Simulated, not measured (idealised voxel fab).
You're looking at the process module voxel spacer lines.
The cross-section shown here is cut; it is 220 nm wide and divided into square cells measuring 5 nm on a side.
The cross-sections in this document take the form of a grid made of square cells. They are written out as bands, in order from top to bottom. Each band consists of one or more rows of cells.
Heights first: top, then bottom, in nm. Then materials, left to right, each with a width in nm. "everywhere" on a single material: fills the band edge to edge. "empty": empty space.
Convention: height 0 is the level below which the wafer, as received, is all one material. The lowest band does not terminate at the bottom but continues downward, represented as "0 nm and below".
Quick explanation for "30 to 40": the width changes in equal steps down the rows of cells, from the first number in the band's top row to the second number in its bottom row.
Where a step carries "no change", the cross-section came out of it unchanged, cell for cell.
"Enclosed cavity list" enumerates empty spaces isolated from the top, with no open way to it, that contain at least 8 cells, giving each as width x height at distance from the left edge, all three in nm.
Formally, on a step line, whatever follows the settings is a remark that the simulator itself makes on the step.
overlay nm: mask offset rightward from planned place, masked step; negative means leftward offset.
From here on the document is pairs. In a pair, the cross-section before one process step comes with the cross-section after it, and the latter goes no deeper than the lowest band that changed. What lies in between, the step and its settings, is written under the pair. A pair may be from a different run of this module on the same starting wafer than the pair above it, so it continues from that pair only where its entry headed "Pre-step geometry" says so.

### Pre-step geometry
0 nm and below  Si everywhere
Enclosed cavity list: none

### After the Step
10 nm to 0 nm  Al2O3 everywhere
Beneath the level 0, the cross-section is identical to its previous state.
Enclosed cavity list: none
The process step separating the two cross-sections depicted above is as follows: CONFORMAL_DEP | material Al2O3 | thk nm 10

Pre-step geometry: look at the pair above, its after cross-section is where this step starts.

### After the Step
20 nm to 10 nm  TiN everywhere
Beneath the level 10, the cross-section is identical to its previous state.
Enclosed cavity list: none
The process step separating the two cross-sections depicted above is as follows: DIRECTIONAL_DEP | material TiN | thk nm 10

Pre-step geometry: look at the pair above, its after cross-section is where this step starts.

### After the Step
40 nm to 20 nm  aC everywhere
Beneath the level 20, the cross-section is identical to its previous state.
Enclosed cavity list: none
The process step separating the two cross-sections depicted above is as follows: DIRECTIONAL_DEP | material aC | thk nm 20

Pre-step geometry: look at the pair above, its after cross-section is where this step starts.

### After the Step
70 nm to 40 nm  empty 40, then resist 20, then empty 40, then resist 20, then empty 40, then resist 20, then empty 40
Beneath the level 40, the cross-section is identical to its previous state.
Enclosed cavity list: none
The process step separating the two cross-sections depicted above is as follows: PATTERN | tone cover | mask id MANDREL | material resist | width nm 20 | pitch nm 60 | thk nm 30 | overlay nm 0

Pre-step geometry: look at the pair above, its after cross-section is where this step starts.

### After the Step
50 nm to 40 nm  empty 40, then resist 20, then empty 40, then resist 20, then empty 40, then resist 20, then empty 40
40 nm to 20 nm  empty 40, then aC 20, then empty 40, then aC 20, then empty 40, then aC 20, then empty 40
Beneath the level 20, the cross-section is identical to its previous state.
Enclosed cavity list: none
The process step separating the two cross-sections depicted above is as follows: DIRECTIONAL_ETCH | etch materials aC | depth nm 20

Pre-step geometry: look at the pair above, its after cross-section is where this step starts.

### After the Step
40 nm to 20 nm  empty 40, then aC 20, then empty 40, then aC 20, then empty 40, then aC 20, then empty 40
Beneath the level 20, the cross-section is identical to its previous state.
Enclosed cavity list: none
The process step separating the two cross-sections depicted above is as follows: STRIP | etch materials resist

Pre-step geometry: look at the pair above, its after cross-section is where this step starts.

### After the Step
50 nm to 40 nm  empty 30, then SiN 40, then empty 20, then SiN 40, then empty 20, then SiN 40, then empty 30
40 nm to 30 nm  empty 30, then SiN 10, then aC 20, then SiN 10, then empty 20, then SiN 10, then aC 20, then SiN 10, then empty 20, then SiN 10, then aC 20, then SiN 10, then empty 30
30 nm to 20 nm  SiN 40, then aC 20, then SiN 40, then aC 20, then SiN 40, then aC 20, then SiN 40
Beneath the level 20, the cross-section is identical to its previous state.
Enclosed cavity list: none
The process step separating the two cross-sections depicted above is as follows: CONFORMAL_DEP | material SiN | thk nm 10

Pre-step geometry: look at the pair above, its after cross-section is where this step starts.

### After the Step
40 nm to 20 nm  empty 30, then SiN 10, then aC 20, then SiN 10, then empty 20, then SiN 10, then aC 20, then SiN 10, then empty 20, then SiN 10, then aC 20, then SiN 10, then empty 30
Beneath the level 20, the cross-section is identical to its previous state.
Enclosed cavity list: none
The process step separating the two cross-sections depicted above is as follows: DIRECTIONAL_ETCH | etch materials SiN | depth nm 10

Pre-step geometry: look at the pair above, its after cross-section is where this step starts.

### After the Step
40 nm to 20 nm  empty 30, then SiN 10, then empty 20, then SiN 10, then empty 20, then SiN 10, then empty 20, then SiN 10, then empty 20, then SiN 10, then empty 20, then SiN 10, then empty 30
Beneath the level 20, the cross-section is identical to its previous state.
Enclosed cavity list: none
The process step separating the two cross-sections depicted above is as follows: STRIP | etch materials aC

Pre-step geometry: look at the pair above, its after cross-section is where this step starts.

### After the Step
40 nm to 20 nm  empty 30, then SiN 10, then empty 20, then SiN 10, then empty 20, then SiN 10, then empty 20, then SiN 10, then empty 20, then SiN 10, then empty 20, then SiN 10, then empty 30
20 nm to 10 nm  empty 30, then TiN 10, then empty 20, then TiN 10, then empty 20, then TiN 10, then empty 20, then TiN 10, then empty 20, then TiN 10, then empty 20, then TiN 10, then empty 30
Beneath the level 10, the cross-section is identical to its previous state.
Enclosed cavity list: none
The process step separating the two cross-sections depicted above is as follows: DIRECTIONAL_ETCH | etch materials TiN | depth nm 10

Pre-step geometry: look at the pair above, its after cross-section is where this step starts.

### After the Step
20 nm to 10 nm  empty 30, then TiN 10, then empty 20, then TiN 10, then empty 20, then TiN 10, then empty 20, then TiN 10, then empty 20, then TiN 10, then empty 20, then TiN 10, then empty 30
Beneath the level 10, the cross-section is identical to its previous state.
Enclosed cavity list: none
The process step separating the two cross-sections depicted above is as follows: STRIP | etch materials SiN

### Pre-step geometry
0 nm and below  Si everywhere
Enclosed cavity list: none

### After the Step
10 nm to 0 nm  TiN everywhere
Beneath the level 0, the cross-section is identical to its previous state.
Enclosed cavity list: none
The process step separating the two cross-sections depicted above is as follows: DIRECTIONAL_DEP | material TiN | thk nm 10

Pre-step geometry: look at the pair above, its after cross-section is where this step starts.

### After the Step
30 nm to 10 nm  aC everywhere
Beneath the level 10, the cross-section is identical to its previous state.
Enclosed cavity list: none
The process step separating the two cross-sections depicted above is as follows: DIRECTIONAL_DEP | material aC | thk nm 20

Pre-step geometry: look at the pair above, its after cross-section is where this step starts.

### After the Step
60 nm to 30 nm  empty 40, then resist 20, then empty 40, then resist 20, then empty 40, then resist 20, then empty 40
Beneath the level 30, the cross-section is identical to its previous state.
Enclosed cavity list: none
The process step separating the two cross-sections depicted above is as follows: PATTERN | tone cover | mask id MANDREL | material resist | width nm 20 | pitch nm 60 | thk nm 30 | overlay nm 0

Pre-step geometry: look at the pair above, its after cross-section is where this step starts.

### After the Step
40 nm to 30 nm  empty 40, then resist 20, then empty 40, then resist 20, then empty 40, then resist 20, then empty 40
30 nm to 10 nm  empty 40, then aC 20, then empty 40, then aC 20, then empty 40, then aC 20, then empty 40
Beneath the level 10, the cross-section is identical to its previous state.
Enclosed cavity list: none
The process step separating the two cross-sections depicted above is as follows: DIRECTIONAL_ETCH | etch materials aC | depth nm 20

Pre-step geometry: look at the pair above, its after cross-section is where this step starts.

### After the Step
30 nm to 10 nm  empty 40, then aC 20, then empty 40, then aC 20, then empty 40, then aC 20, then empty 40
Beneath the level 10, the cross-section is identical to its previous state.
Enclosed cavity list: none
The process step separating the two cross-sections depicted above is as follows: STRIP | etch materials resist

Pre-step geometry: look at the pair above, its after cross-section is where this step starts.

### After the Step
40 nm to 30 nm  empty 30, then SiN 40, then empty 20, then SiN 40, then empty 20, then SiN 40, then empty 30
30 nm to 20 nm  empty 30, then SiN 10, then aC 20, then SiN 10, then empty 20, then SiN 10, then aC 20, then SiN 10, then empty 20, then SiN 10, then aC 20, then SiN 10, then empty 30
20 nm to 10 nm  SiN 40, then aC 20, then SiN 40, then aC 20, then SiN 40, then aC 20, then SiN 40
Beneath the level 10, the cross-section is identical to its previous state.
Enclosed cavity list: none
The process step separating the two cross-sections depicted above is as follows: CONFORMAL_DEP | material SiN | thk nm 10

Pre-step geometry: look at the pair above, its after cross-section is where this step starts.

### After the Step
30 nm to 10 nm  empty 30, then SiN 10, then aC 20, then SiN 10, then empty 20, then SiN 10, then aC 20, then SiN 10, then empty 20, then SiN 10, then aC 20, then SiN 10, then empty 30
Beneath the level 10, the cross-section is identical to its previous state.
Enclosed cavity list: none
The process step separating the two cross-sections depicted above is as follows: DIRECTIONAL_ETCH | etch materials SiN | depth nm 10

Pre-step geometry: look at the pair above, its after cross-section is where this step starts.

### After the Step
30 nm to 10 nm  empty 30, then SiN 10, then empty 20, then SiN 10, then empty 20, then SiN 10, then empty 20, then SiN 10, then empty 20, then SiN 10, then empty 20, then SiN 10, then empty 30
Beneath the level 10, the cross-section is identical to its previous state.
Enclosed cavity list: none
The process step separating the two cross-sections depicted above is as follows: STRIP | etch materials aC

Pre-step geometry: look at the pair above, its after cross-section is where this step starts.

### After the Step
30 nm to 10 nm  empty 30, then SiN 10, then empty 20, then SiN 10, then empty 20, then SiN 10, then empty 20, then SiN 10, then empty 20, then SiN 10, then empty 20, then SiN 10, then empty 30
10 nm to 0 nm  empty 30, then TiN 10, then empty 20, then TiN 10, then empty 20, then TiN 10, then empty 20, then TiN 10, then empty 20, then TiN 10, then empty 20, then TiN 10, then empty 30
Beneath the level 0, the cross-section is identical to its previous state.
Enclosed cavity list: none
The process step separating the two cross-sections depicted above is as follows: DIRECTIONAL_ETCH | etch materials TiN | depth nm 10

Pre-step geometry: look at the pair above, its after cross-section is where this step starts.

### After the Step
10 nm to 0 nm  empty 30, then TiN 10, then empty 20, then TiN 10, then empty 20, then TiN 10, then empty 20, then TiN 10, then empty 20, then TiN 10, then empty 20, then TiN 10, then empty 30
Beneath the level 0, the cross-section is identical to its previous state.
Enclosed cavity list: none
The process step separating the two cross-sections depicted above is as follows: STRIP | etch materials SiN

### Pre-step geometry
10 nm to 0 nm  Al2O3 everywhere
0 nm and below  Si everywhere
Enclosed cavity list: none

### After the Step
30 nm to 10 nm  aC everywhere
Beneath the level 10, the cross-section is identical to its previous state.
Enclosed cavity list: none
The process step separating the two cross-sections depicted above is as follows: DIRECTIONAL_DEP | material aC | thk nm 20

Pre-step geometry: look at the pair above, its after cross-section is where this step starts.

### After the Step
40 nm to 30 nm  TiN everywhere
Beneath the level 30, the cross-section is identical to its previous state.
Enclosed cavity list: none
The process step separating the two cross-sections depicted above is as follows: DIRECTIONAL_DEP | material TiN | thk nm 10

Pre-step geometry: look at the pair above, its after cross-section is where this step starts.

### After the Step
70 nm to 40 nm  empty 40, then resist 20, then empty 40, then resist 20, then empty 40, then resist 20, then empty 40
Beneath the level 40, the cross-section is identical to its previous state.
Enclosed cavity list: none
The process step separating the two cross-sections depicted above is as follows: PATTERN | tone cover | mask id MANDREL | material resist | width nm 20 | pitch nm 60 | thk nm 30 | overlay nm 0

Pre-step geometry: look at the pair above, its after cross-section is where this step starts.

### After the Step
50 nm to 40 nm  empty 40, then resist 20, then empty 40, then resist 20, then empty 40, then resist 20, then empty 40
Beneath the level 40, the cross-section is identical to its previous state.
Enclosed cavity list: none
The process step separating the two cross-sections depicted above is as follows: DIRECTIONAL_ETCH | etch materials aC | depth nm 20

Pre-step geometry: look at the pair above, its after cross-section is where this step starts.

### After the Step
40 nm to 30 nm  TiN everywhere
Beneath the level 30, the cross-section is identical to its previous state.
Enclosed cavity list: none
The process step separating the two cross-sections depicted above is as follows: STRIP | etch materials resist

Pre-step geometry: look at the pair above, its after cross-section is where this step starts.

### After the Step
50 nm to 40 nm  SiN everywhere
Beneath the level 40, the cross-section is identical to its previous state.
Enclosed cavity list: none
The process step separating the two cross-sections depicted above is as follows: CONFORMAL_DEP | material SiN | thk nm 10

Pre-step geometry: look at the pair above, its after cross-section is where this step starts.

### After the Step
40 nm to 30 nm  TiN everywhere
Beneath the level 30, the cross-section is identical to its previous state.
Enclosed cavity list: none
The process step separating the two cross-sections depicted above is as follows: DIRECTIONAL_ETCH | etch materials SiN | depth nm 10

Pre-step geometry: look at the pair above, its after cross-section is where this step starts.

### After the Step
30 nm to 10 nm  aC everywhere
Beneath the level 10, the cross-section is identical to its previous state.
Enclosed cavity list: none
The process step separating the two cross-sections depicted above is as follows: DIRECTIONAL_ETCH | etch materials TiN | depth nm 10

### Pre-step geometry
0 nm and below  Si everywhere
Enclosed cavity list: none

### After the Step
5 nm to 0 nm  Al2O3 everywhere
Beneath the level 0, the cross-section is identical to its previous state.
Enclosed cavity list: none
The process step separating the two cross-sections depicted above is as follows: CONFORMAL_DEP | material Al2O3 | thk nm 5

Pre-step geometry: look at the pair above, its after cross-section is where this step starts.

### After the Step
15 nm to 5 nm  TiN everywhere
Beneath the level 5, the cross-section is identical to its previous state.
Enclosed cavity list: none
The process step separating the two cross-sections depicted above is as follows: DIRECTIONAL_DEP | material TiN | thk nm 10

Pre-step geometry: look at the pair above, its after cross-section is where this step starts.

### After the Step
35 nm to 15 nm  aC everywhere
Beneath the level 15, the cross-section is identical to its previous state.
Enclosed cavity list: none
The process step separating the two cross-sections depicted above is as follows: DIRECTIONAL_DEP | material aC | thk nm 20

Pre-step geometry: look at the pair above, its after cross-section is where this step starts.

### After the Step
65 nm to 35 nm  empty 40, then resist 20, then empty 40, then resist 20, then empty 40, then resist 20, then empty 40
Beneath the level 35, the cross-section is identical to its previous state.
Enclosed cavity list: none
The process step separating the two cross-sections depicted above is as follows: PATTERN | tone cover | mask id MANDREL | material resist | width nm 20 | pitch nm 60 | thk nm 30 | overlay nm 0

Pre-step geometry: look at the pair above, its after cross-section is where this step starts.

### After the Step
45 nm to 35 nm  empty 40, then resist 20, then empty 40, then resist 20, then empty 40, then resist 20, then empty 40
35 nm to 15 nm  empty 40, then aC 20, then empty 40, then aC 20, then empty 40, then aC 20, then empty 40
Beneath the level 15, the cross-section is identical to its previous state.
Enclosed cavity list: none
The process step separating the two cross-sections depicted above is as follows: DIRECTIONAL_ETCH | etch materials aC | depth nm 20

Pre-step geometry: look at the pair above, its after cross-section is where this step starts.

### After the Step
35 nm to 15 nm  empty 40, then aC 20, then empty 40, then aC 20, then empty 40, then aC 20, then empty 40
Beneath the level 15, the cross-section is identical to its previous state.
Enclosed cavity list: none
The process step separating the two cross-sections depicted above is as follows: STRIP | etch materials resist

Pre-step geometry: look at the pair above, its after cross-section is where this step starts.

### After the Step
45 nm to 35 nm  empty 30, then SiN 40, then empty 20, then SiN 40, then empty 20, then SiN 40, then empty 30
35 nm to 25 nm  empty 30, then SiN 10, then aC 20, then SiN 10, then empty 20, then SiN 10, then aC 20, then SiN 10, then empty 20, then SiN 10, then aC 20, then SiN 10, then empty 30
25 nm to 15 nm  SiN 40, then aC 20, then SiN 40, then aC 20, then SiN 40, then aC 20, then SiN 40
Beneath the level 15, the cross-section is identical to its previous state.
Enclosed cavity list: none
The process step separating the two cross-sections depicted above is as follows: CONFORMAL_DEP | material SiN | thk nm 10

Pre-step geometry: look at the pair above, its after cross-section is where this step starts.

### After the Step
35 nm to 15 nm  empty 30, then SiN 10, then aC 20, then SiN 10, then empty 20, then SiN 10, then aC 20, then SiN 10, then empty 20, then SiN 10, then aC 20, then SiN 10, then empty 30
Beneath the level 15, the cross-section is identical to its previous state.
Enclosed cavity list: none
The process step separating the two cross-sections depicted above is as follows: DIRECTIONAL_ETCH | etch materials SiN | depth nm 10

Pre-step geometry: look at the pair above, its after cross-section is where this step starts.

### After the Step
35 nm to 15 nm  empty 30, then SiN 10, then empty 20, then SiN 10, then empty 20, then SiN 10, then empty 20, then SiN 10, then empty 20, then SiN 10, then empty 20, then SiN 10, then empty 30
Beneath the level 15, the cross-section is identical to its previous state.
Enclosed cavity list: none
The process step separating the two cross-sections depicted above is as follows: STRIP | etch materials aC

Pre-step geometry: look at the pair above, its after cross-section is where this step starts.

### After the Step
35 nm to 15 nm  empty 30, then SiN 10, then empty 20, then SiN 10, then empty 20, then SiN 10, then empty 20, then SiN 10, then empty 20, then SiN 10, then empty 20, then SiN 10, then empty 30
15 nm to 5 nm  empty 30, then TiN 10, then empty 20, then TiN 10, then empty 20, then TiN 10, then empty 20, then TiN 10, then empty 20, then TiN 10, then empty 20, then TiN 10, then empty 30
Beneath the level 5, the cross-section is identical to its previous state.
Enclosed cavity list: none
The process step separating the two cross-sections depicted above is as follows: DIRECTIONAL_ETCH | etch materials TiN | depth nm 10

Pre-step geometry: look at the pair above, its after cross-section is where this step starts.

### After the Step
15 nm to 5 nm  empty 30, then TiN 10, then empty 20, then TiN 10, then empty 20, then TiN 10, then empty 20, then TiN 10, then empty 20, then TiN 10, then empty 20, then TiN 10, then empty 30
Beneath the level 5, the cross-section is identical to its previous state.
Enclosed cavity list: none
The process step separating the two cross-sections depicted above is as follows: STRIP | etch materials SiN

### Pre-step geometry
40 nm to 20 nm  aC everywhere
20 nm to 10 nm  TiN everywhere
10 nm to 0 nm  Al2O3 everywhere
0 nm and below  Si everywhere
Enclosed cavity list: none

### After the Step
70 nm to 40 nm  empty 35, then resist 30, then empty 30, then resist 30, then empty 30, then resist 30, then empty 35
Beneath the level 40, the cross-section is identical to its previous state.
Enclosed cavity list: none
The process step separating the two cross-sections depicted above is as follows: PATTERN | tone cover | mask id MANDREL | material resist | width nm 30 | pitch nm 60 | thk nm 30 | overlay nm 0

Pre-step geometry: look at the pair above, its after cross-section is where this step starts.

### After the Step
50 nm to 40 nm  empty 35, then resist 30, then empty 30, then resist 30, then empty 30, then resist 30, then empty 35
40 nm to 20 nm  empty 35, then aC 30, then empty 30, then aC 30, then empty 30, then aC 30, then empty 35
Beneath the level 20, the cross-section is identical to its previous state.
Enclosed cavity list: none
The process step separating the two cross-sections depicted above is as follows: DIRECTIONAL_ETCH | etch materials aC | depth nm 20

Pre-step geometry: look at the pair above, its after cross-section is where this step starts.

### After the Step
40 nm to 20 nm  empty 35, then aC 30, then empty 30, then aC 30, then empty 30, then aC 30, then empty 35
Beneath the level 20, the cross-section is identical to its previous state.
Enclosed cavity list: none
The process step separating the two cross-sections depicted above is as follows: STRIP | etch materials resist

Pre-step geometry: look at the pair above, its after cross-section is where this step starts.

### After the Step
50 nm to 40 nm  empty 25, then SiN 50, then empty 10, then SiN 50, then empty 10, then SiN 50, then empty 25
40 nm to 30 nm  empty 25, then SiN 10, then aC 30, then SiN 10, then empty 10, then SiN 10, then aC 30, then SiN 10, then empty 10, then SiN 10, then aC 30, then SiN 10, then empty 25
30 nm to 20 nm  SiN 35, then aC 30, then SiN 30, then aC 30, then SiN 30, then aC 30, then SiN 35
Beneath the level 20, the cross-section is identical to its previous state.
Enclosed cavity list: none
The process step separating the two cross-sections depicted above is as follows: CONFORMAL_DEP | material SiN | thk nm 10

Pre-step geometry: look at the pair above, its after cross-section is where this step starts.

### After the Step
40 nm to 20 nm  empty 25, then SiN 10, then aC 30, then SiN 10, then empty 10, then SiN 10, then aC 30, then SiN 10, then empty 10, then SiN 10, then aC 30, then SiN 10, then empty 25
Beneath the level 20, the cross-section is identical to its previous state.
Enclosed cavity list: none
The process step separating the two cross-sections depicted above is as follows: DIRECTIONAL_ETCH | etch materials SiN | depth nm 10

Pre-step geometry: look at the pair above, its after cross-section is where this step starts.

### After the Step
40 nm to 20 nm  empty 25, then SiN 10, then empty 30, then SiN 10, then empty 10, then SiN 10, then empty 30, then SiN 10, then empty 10, then SiN 10, then empty 30, then SiN 10, then empty 25
Beneath the level 20, the cross-section is identical to its previous state.
Enclosed cavity list: none
The process step separating the two cross-sections depicted above is as follows: STRIP | etch materials aC

Pre-step geometry: look at the pair above, its after cross-section is where this step starts.

### After the Step
40 nm to 20 nm  empty 25, then SiN 10, then empty 30, then SiN 10, then empty 10, then SiN 10, then empty 30, then SiN 10, then empty 10, then SiN 10, then empty 30, then SiN 10, then empty 25
20 nm to 10 nm  empty 25, then TiN 10, then empty 30, then TiN 10, then empty 10, then TiN 10, then empty 30, then TiN 10, then empty 10, then TiN 10, then empty 30, then TiN 10, then empty 25
Beneath the level 10, the cross-section is identical to its previous state.
Enclosed cavity list: none
The process step separating the two cross-sections depicted above is as follows: DIRECTIONAL_ETCH | etch materials TiN | depth nm 10

Pre-step geometry: look at the pair above, its after cross-section is where this step starts.

### After the Step
20 nm to 10 nm  empty 25, then TiN 10, then empty 30, then TiN 10, then empty 10, then TiN 10, then empty 30, then TiN 10, then empty 10, then TiN 10, then empty 30, then TiN 10, then empty 25
Beneath the level 10, the cross-section is identical to its previous state.
Enclosed cavity list: none
The process step separating the two cross-sections depicted above is as follows: STRIP | etch materials SiN

### Pre-step geometry
40 nm to 20 nm  aC everywhere
20 nm to 10 nm  TiN everywhere
10 nm to 0 nm  Al2O3 everywhere
0 nm and below  Si everywhere
Enclosed cavity list: none

### After the Step
70 nm to 40 nm  empty 30, then resist 20, then empty 40, then resist 20, then empty 40, then resist 20, then empty 50
Beneath the level 40, the cross-section is identical to its previous state.
Enclosed cavity list: none
The process step separating the two cross-sections depicted above is as follows: PATTERN | tone cover | mask id MANDREL | material resist | width nm 20 | pitch nm 60 | thk nm 30 | overlay nm -10

Pre-step geometry: look at the pair above, its after cross-section is where this step starts.

### After the Step
50 nm to 40 nm  empty 30, then resist 20, then empty 40, then resist 20, then empty 40, then resist 20, then empty 50
40 nm to 20 nm  empty 30, then aC 20, then empty 40, then aC 20, then empty 40, then aC 20, then empty 50
Beneath the level 20, the cross-section is identical to its previous state.
Enclosed cavity list: none
The process step separating the two cross-sections depicted above is as follows: DIRECTIONAL_ETCH | etch materials aC | depth nm 20

Pre-step geometry: look at the pair above, its after cross-section is where this step starts.

### After the Step
40 nm to 20 nm  empty 30, then aC 20, then empty 40, then aC 20, then empty 40, then aC 20, then empty 50
Beneath the level 20, the cross-section is identical to its previous state.
Enclosed cavity list: none
The process step separating the two cross-sections depicted above is as follows: STRIP | etch materials resist

Pre-step geometry: look at the pair above, its after cross-section is where this step starts.

### After the Step
50 nm to 40 nm  empty 20, then SiN 40, then empty 20, then SiN 40, then empty 20, then SiN 40, then empty 40
40 nm to 30 nm  empty 20, then SiN 10, then aC 20, then SiN 10, then empty 20, then SiN 10, then aC 20, then SiN 10, then empty 20, then SiN 10, then aC 20, then SiN 10, then empty 40
30 nm to 20 nm  SiN 30, then aC 20, then SiN 40, then aC 20, then SiN 40, then aC 20, then SiN 50
Beneath the level 20, the cross-section is identical to its previous state.
Enclosed cavity list: none
The process step separating the two cross-sections depicted above is as follows: CONFORMAL_DEP | material SiN | thk nm 10

Pre-step geometry: look at the pair above, its after cross-section is where this step starts.

### After the Step
40 nm to 20 nm  empty 20, then SiN 10, then aC 20, then SiN 10, then empty 20, then SiN 10, then aC 20, then SiN 10, then empty 20, then SiN 10, then aC 20, then SiN 10, then empty 40
Beneath the level 20, the cross-section is identical to its previous state.
Enclosed cavity list: none
The process step separating the two cross-sections depicted above is as follows: DIRECTIONAL_ETCH | etch materials SiN | depth nm 10

Pre-step geometry: look at the pair above, its after cross-section is where this step starts.

### After the Step
40 nm to 20 nm  empty 20, then SiN 10, then empty 20, then SiN 10, then empty 20, then SiN 10, then empty 20, then SiN 10, then empty 20, then SiN 10, then empty 20, then SiN 10, then empty 40
Beneath the level 20, the cross-section is identical to its previous state.
Enclosed cavity list: none
The process step separating the two cross-sections depicted above is as follows: STRIP | etch materials aC

Pre-step geometry: look at the pair above, its after cross-section is where this step starts.

### After the Step
40 nm to 20 nm  empty 20, then SiN 10, then empty 20, then SiN 10, then empty 20, then SiN 10, then empty 20, then SiN 10, then empty 20, then SiN 10, then empty 20, then SiN 10, then empty 40
20 nm to 10 nm  empty 20, then TiN 10, then empty 20, then TiN 10, then empty 20, then TiN 10, then empty 20, then TiN 10, then empty 20, then TiN 10, then empty 20, then TiN 10, then empty 40
Beneath the level 10, the cross-section is identical to its previous state.
Enclosed cavity list: none
The process step separating the two cross-sections depicted above is as follows: DIRECTIONAL_ETCH | etch materials TiN | depth nm 10

Pre-step geometry: look at the pair above, its after cross-section is where this step starts.

### After the Step
20 nm to 10 nm  empty 20, then TiN 10, then empty 20, then TiN 10, then empty 20, then TiN 10, then empty 20, then TiN 10, then empty 20, then TiN 10, then empty 20, then TiN 10, then empty 40
Beneath the level 10, the cross-section is identical to its previous state.
Enclosed cavity list: none
The process step separating the two cross-sections depicted above is as follows: STRIP | etch materials SiN

### Pre-step geometry
0 nm and below  Si everywhere
Enclosed cavity list: none

### After the Step
10 nm to 0 nm  TiN everywhere
Beneath the level 0, the cross-section is identical to its previous state.
Enclosed cavity list: none
The process step separating the two cross-sections depicted above is as follows: CONFORMAL_DEP | material TiN | thk nm 10

Pre-step geometry: look at the pair above, its after cross-section is where this step starts.

### After the Step
20 nm to 0 nm  TiN everywhere
Beneath the level 0, the cross-section is identical to its previous state.
Enclosed cavity list: none
The process step separating the two cross-sections depicted above is as follows: DIRECTIONAL_DEP | material TiN | thk nm 10

Pre-step geometry: look at the pair above, its after cross-section is where this step starts.

### After the Step
40 nm to 20 nm  aC everywhere
Beneath the level 20, the cross-section is identical to its previous state.
Enclosed cavity list: none
The process step separating the two cross-sections depicted above is as follows: DIRECTIONAL_DEP | material aC | thk nm 20

Pre-step geometry: look at the pair above, its after cross-section is where this step starts.

### After the Step
70 nm to 40 nm  empty 40, then resist 20, then empty 40, then resist 20, then empty 40, then resist 20, then empty 40
Beneath the level 40, the cross-section is identical to its previous state.
Enclosed cavity list: none
The process step separating the two cross-sections depicted above is as follows: PATTERN | tone cover | mask id MANDREL | material resist | width nm 20 | pitch nm 60 | thk nm 30 | overlay nm 0

Pre-step geometry: look at the pair above, its after cross-section is where this step starts.

### After the Step
50 nm to 40 nm  empty 40, then resist 20, then empty 40, then resist 20, then empty 40, then resist 20, then empty 40
40 nm to 20 nm  empty 40, then aC 20, then empty 40, then aC 20, then empty 40, then aC 20, then empty 40
Beneath the level 20, the cross-section is identical to its previous state.
Enclosed cavity list: none
The process step separating the two cross-sections depicted above is as follows: DIRECTIONAL_ETCH | etch materials aC | depth nm 20

Pre-step geometry: look at the pair above, its after cross-section is where this step starts.

### After the Step
40 nm to 20 nm  empty 40, then aC 20, then empty 40, then aC 20, then empty 40, then aC 20, then empty 40
Beneath the level 20, the cross-section is identical to its previous state.
Enclosed cavity list: none
The process step separating the two cross-sections depicted above is as follows: STRIP | etch materials resist

Pre-step geometry: look at the pair above, its after cross-section is where this step starts.

### After the Step
50 nm to 40 nm  empty 30, then SiN 40, then empty 20, then SiN 40, then empty 20, then SiN 40, then empty 30
40 nm to 30 nm  empty 30, then SiN 10, then aC 20, then SiN 10, then empty 20, then SiN 10, then aC 20, then SiN 10, then empty 20, then SiN 10, then aC 20, then SiN 10, then empty 30
30 nm to 20 nm  SiN 40, then aC 20, then SiN 40, then aC 20, then SiN 40, then aC 20, then SiN 40
Beneath the level 20, the cross-section is identical to its previous state.
Enclosed cavity list: none
The process step separating the two cross-sections depicted above is as follows: CONFORMAL_DEP | material SiN | thk nm 10

Pre-step geometry: look at the pair above, its after cross-section is where this step starts.

### After the Step
40 nm to 20 nm  empty 30, then SiN 10, then aC 20, then SiN 10, then empty 20, then SiN 10, then aC 20, then SiN 10, then empty 20, then SiN 10, then aC 20, then SiN 10, then empty 30
Beneath the level 20, the cross-section is identical to its previous state.
Enclosed cavity list: none
The process step separating the two cross-sections depicted above is as follows: DIRECTIONAL_ETCH | etch materials SiN | depth nm 10

Pre-step geometry: look at the pair above, its after cross-section is where this step starts.

### After the Step
40 nm to 20 nm  empty 30, then SiN 10, then empty 20, then SiN 10, then empty 20, then SiN 10, then empty 20, then SiN 10, then empty 20, then SiN 10, then empty 20, then SiN 10, then empty 30
Beneath the level 20, the cross-section is identical to its previous state.
Enclosed cavity list: none
The process step separating the two cross-sections depicted above is as follows: STRIP | etch materials aC

Pre-step geometry: look at the pair above, its after cross-section is where this step starts.

### After the Step
40 nm to 20 nm  empty 30, then SiN 10, then empty 20, then SiN 10, then empty 20, then SiN 10, then empty 20, then SiN 10, then empty 20, then SiN 10, then empty 20, then SiN 10, then empty 30
20 nm to 10 nm  empty 30, then TiN 10, then empty 20, then TiN 10, then empty 20, then TiN 10, then empty 20, then TiN 10, then empty 20, then TiN 10, then empty 20, then TiN 10, then empty 30
Beneath the level 10, the cross-section is identical to its previous state.
Enclosed cavity list: none
The process step separating the two cross-sections depicted above is as follows: DIRECTIONAL_ETCH | etch materials TiN | depth nm 10

Pre-step geometry: look at the pair above, its after cross-section is where this step starts.

### After the Step
20 nm to 10 nm  empty 30, then TiN 10, then empty 20, then TiN 10, then empty 20, then TiN 10, then empty 20, then TiN 10, then empty 20, then TiN 10, then empty 20, then TiN 10, then empty 30
Beneath the level 10, the cross-section is identical to its previous state.
Enclosed cavity list: none
The process step separating the two cross-sections depicted above is as follows: STRIP | etch materials SiN

### Pre-step geometry
40 nm to 20 nm  aC everywhere
20 nm to 10 nm  TiN everywhere
10 nm to 0 nm  Al2O3 everywhere
0 nm and below  Si everywhere
Enclosed cavity list: none

### After the Step
70 nm to 40 nm  resist 40, then empty 20, then resist 40, then empty 20, then resist 40, then empty 20, then resist 40
Beneath the level 40, the cross-section is identical to its previous state.
Enclosed cavity list: none
The process step separating the two cross-sections depicted above is as follows: PATTERN | tone open | mask id MANDREL | material resist | width nm 20 | pitch nm 60 | thk nm 30 | overlay nm 0

Pre-step geometry: look at the pair above, its after cross-section is where this step starts.

### After the Step
50 nm to 40 nm  resist 40, then empty 20, then resist 40, then empty 20, then resist 40, then empty 20, then resist 40
40 nm to 20 nm  aC 40, then empty 20, then aC 40, then empty 20, then aC 40, then empty 20, then aC 40
Beneath the level 20, the cross-section is identical to its previous state.
Enclosed cavity list: none
The process step separating the two cross-sections depicted above is as follows: DIRECTIONAL_ETCH | etch materials aC | depth nm 20

Pre-step geometry: look at the pair above, its after cross-section is where this step starts.

### After the Step
40 nm to 20 nm  aC 40, then empty 20, then aC 40, then empty 20, then aC 40, then empty 20, then aC 40
Beneath the level 20, the cross-section is identical to its previous state.
Enclosed cavity list: none
The process step separating the two cross-sections depicted above is as follows: STRIP | etch materials resist
